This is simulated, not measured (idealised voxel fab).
Process module under the name voxel transistor to metal
Cross-section cut spans 165 nm and uses square cells 5 nm in size.
How to read a cross-section here: the picture is a grid of square cells, written as bands going from the top down, and any band can span one or more rows of cells. It is stipulated that each band's entry specify, in nanometres, the height of the top of the band and then that of its bottom, followed by the materials of the band in left-to-right sequence, each together with its width in nanometres. A single material marked by the word "throughout" is understood to fill the band from edge to edge; the word "air" is understood to denote empty space. Note: height 0 marks the level under which the wafer is uniformly one material as received. Lowest band unbounded below, written "0 -> down". A width given as "30->40" starts at the first number in the band's top row and ends at the second number in its bottom row, shifting by an equal amount at every step from row to row. When a step is marked "nothing was modified", none of the cells in the cross-section changed during that step. Empty spaces counting at least 8 cells and having no open way to the top are listed in "Unvented internal voids". The notation width x height at distance is used for each, the distance being from the left edge and all three values in nm. Read whatever lies past the settings on a step's line as the simulator's own remark about the step. Each step line may optionally specify "overlay nm", which for a step with a mask gives the rightward distance between the mask's planned place and where it lay, a negative value indicating the leftward direction.
The process steps that were planned are listed below
1) RECEIVE | material Si
2) OXIDIZE | depth nm 5
3) CONFORMAL_DEP | material SiN | thk nm 10
4) MASKED_ETCH | tone cover | mask id ACTIVE | width nm 110 | etch materials SiN | depth nm 10 | overlay nm 0
5) MASKED_ETCH | tone cover | mask id ACTIVE | width nm 110 | etch materials SiO2 | depth nm 5 | overlay nm -10
6) MASKED_ETCH | tone cover | mask id ACTIVE | width nm 110 | etch materials Si | depth nm 25 | overlay nm 0
7) OXIDIZE | depth nm 5
8) FILL_DEP | material SiO2 | thk nm 15
9) CMP | height nm 10
10) SELECTIVE_ETCH | etch materials SiO2 | depth nm 5
11) STRIP | etch materials SiN
12) SELECTIVE_ETCH | etch materials SiO2 | depth nm 5
13) OXIDIZE | depth nm 5
14) DIRECTIONAL_DEP | material polySi | thk nm 30
15) DIRECTIONAL_DEP | material SiCN | thk nm 15
16) PATTERN | tone cover | mask id GATE | material resist | width nm 30 | thk nm 15 | overlay nm 0
17) DIRECTIONAL_ETCH | etch materials SiCN | depth nm 25
18) DIRECTIONAL_ETCH | etch materials polySi | depth nm 40
19) STRIP | etch materials resist
20) CONFORMAL_DEP | material SiO2 | thk nm 5
21) DIRECTIONAL_ETCH | etch materials SiO2 | depth nm 5
22) CONFORMAL_DEP | material SiN | thk nm 10
23) DIRECTIONAL_ETCH | etch materials SiN | depth nm 10
24) DIRECTIONAL_ETCH | etch materials SiO2 | depth nm 5
25) DIRECTIONAL_ETCH | etch materials Si | depth nm 5
26) EPI | material pSi | thk nm 10
27) FILL_DEP | material SiO2 | thk nm 10
28) CMP | height nm 25
29) STRIP | etch materials polySi
30) SELECTIVE_ETCH | etch materials SiO2 | depth nm 5
31) CONFORMAL_DEP | material HfO2 | thk nm 5
32) CONFORMAL_DEP | material TiN | thk nm 5
33) FILL_DEP | material W | thk nm 5
34) CMP | height nm 20
35) DIRECTIONAL_DEP | material SiO2 | thk nm 10
36) PATTERN | tone open | mask id CONTACT | material resist | width nm 15 | pitch nm 75 | thk nm 20 | overlay nm 0
37) DIRECTIONAL_ETCH | etch materials SiO2 | depth nm 30
38) STRIP | etch materials resist
39) CONFORMAL_DEP | material TiN | thk nm 5
40) FILL_DEP | material Ru | thk nm 10
41) CMP | height nm 30
42) DIRECTIONAL_DEP | material TiN | thk nm 5
43) DIRECTIONAL_DEP | material W | thk nm 15
44) PATTERN | tone cover | mask id METAL_1 | material resist | width nm 15 | pitch nm 75 | thk nm 20 | overlay nm 0
45) DIRECTIONAL_ETCH | etch materials W | depth nm 15
46) DIRECTIONAL_ETCH | etch materials TiN | depth nm 5
47) STRIP | etch materials resist
48) FILL_DEP | material lowk | thk nm 5
49) CMP | height nm 50
50) CONFORMAL_DEP | material SiCN | thk nm 5
For this document, wafers share an identical start and vary in the step 5 overlay nm; the plan quotes the first wafer's value.
First wafer of several, as received: cross-section after step 1
	0 -> down = Si throughout
	Unvented internal voids: none
The cross-section of the first of several wafers is given below for the end of the module, after its final step, step 50
	55 -> 50 = SiCN throughout
	50 -> 35 = lowk 35 | W 15 | lowk 60 | W 15 | lowk 40
	35 -> 30 = lowk 35 | TiN 15 | lowk 60 | TiN 15 | lowk 40
	30 -> 20 = SiO2 35 | TiN 5 | Ru 5 | TiN 5 | SiO2 60 | TiN 5 | Ru 5 | TiN 5 | SiO2 40
	20 -> 5 = SiO2 35 | TiN 5 | Ru 5 | TiN 5 | SiN 10 | HfO2 5 | TiN 5 | W 20 | TiN 5 | HfO2 5 | SiN 10 | TiN 5 | Ru 5 | TiN 5 | SiO2 40
	5 -> 0 = SiO2 35 | TiN 15 | SiN 10 | HfO2 5 | TiN 5 | W 20 | TiN 5 | HfO2 5 | SiN 10 | TiN 15 | SiO2 40
	0 -> -5 = SiO2 25 | SiN 10 | pSi 15 | SiN 10 | HfO2 5 | TiN 30 | HfO2 5 | SiN 10 | pSi 15 | SiN 10 | SiO2 30
	-5 -> -10 = SiO2 35 | pSi 15 | SiO2 10 | HfO2 40 | SiO2 10 | pSi 15 | SiO2 40
	-10 -> -15 = SiO2 20 | Si 15 | pSi 15 | Si 60 | pSi 15 | Si 5 | SiO2 35
	-15 -> -35 = SiO2 20 | Si 110 | SiO2 35
	-35 -> down = Si throughout
	Unvented internal voids: none
Final wafer cross-section at module end
	55 -> 50 = SiCN throughout
	50 -> 35 = lowk 35 | W 15 | lowk 60 | W 15 | lowk 40
	35 -> 30 = lowk 35 | TiN 15 | lowk 60 | TiN 15 | lowk 40
	30 -> 20 = SiO2 35 | TiN 5 | Ru 5 | TiN 5 | SiO2 60 | TiN 5 | Ru 5 | TiN 5 | SiO2 40
	20 -> 5 = SiO2 35 | TiN 5 | Ru 5 | TiN 5 | SiN 10 | HfO2 5 | TiN 5 | W 20 | TiN 5 | HfO2 5 | SiN 10 | TiN 5 | Ru 5 | TiN 5 | SiO2 40
	5 -> 0 = SiO2 35 | TiN 15 | SiN 10 | HfO2 5 | TiN 5 | W 20 | TiN 5 | HfO2 5 | SiN 10 | TiN 15 | SiO2 40
	0 -> -5 = SiO2 25 | SiN 10 | pSi 15 | SiN 10 | HfO2 5 | TiN 30 | HfO2 5 | SiN 10 | pSi 15 | SiN 10 | SiO2 30
	-5 -> -10 = SiO2 35 | pSi 15 | SiO2 10 | HfO2 40 | SiO2 10 | pSi 15 | SiO2 40
	-10 -> -15 = SiO2 30 | Si 5 | pSi 15 | Si 60 | pSi 15 | Si 20 | SiO2 20
	-15 -> -35 = SiO2 30 | Si 115 | SiO2 20
	-35 -> down = Si throughout
	Unvented internal voids: none
Per-wafer rows below. For each material: cells gained (+) or lost (-) since the wafer was received, as of end of module. Then: closed voids
overlay nm -10, +18 HfO2, +10 Ru, -127 Si, +33 SiCN, +24 SiN, +199 SiO2, +46 TiN, +34 W, +108 lowk, +18 pSi, Unvented internal voids: none
overlay nm -5, +18 HfO2, +10 Ru, -132 Si, +33 SiCN, +24 SiN, +204 SiO2, +46 TiN, +34 W, +108 lowk, +18 pSi, Unvented internal voids: none
overlay nm 0, +18 HfO2, +10 Ru, -137 Si, +33 SiCN, +24 SiN, +209 SiO2, +46 TiN, +34 W, +108 lowk, +18 pSi, Unvented internal voids: none
overlay nm 5, +18 HfO2, +10 Ru, -132 Si, +33 SiCN, +24 SiN, +204 SiO2, +46 TiN, +34 W, +108 lowk, +18 pSi, Unvented internal voids: none
overlay nm 10, +18 HfO2, +10 Ru, -127 Si, +33 SiCN, +24 SiN, +199 SiO2, +46 TiN, +34 W, +108 lowk, +18 pSi, Unvented internal voids: none
overlay nm 15, +18 HfO2, +10 Ru, -122 Si, +33 SiCN, +24 SiN, +194 SiO2, +46 TiN, +34 W, +108 lowk, +18 pSi, Unvented internal voids: none
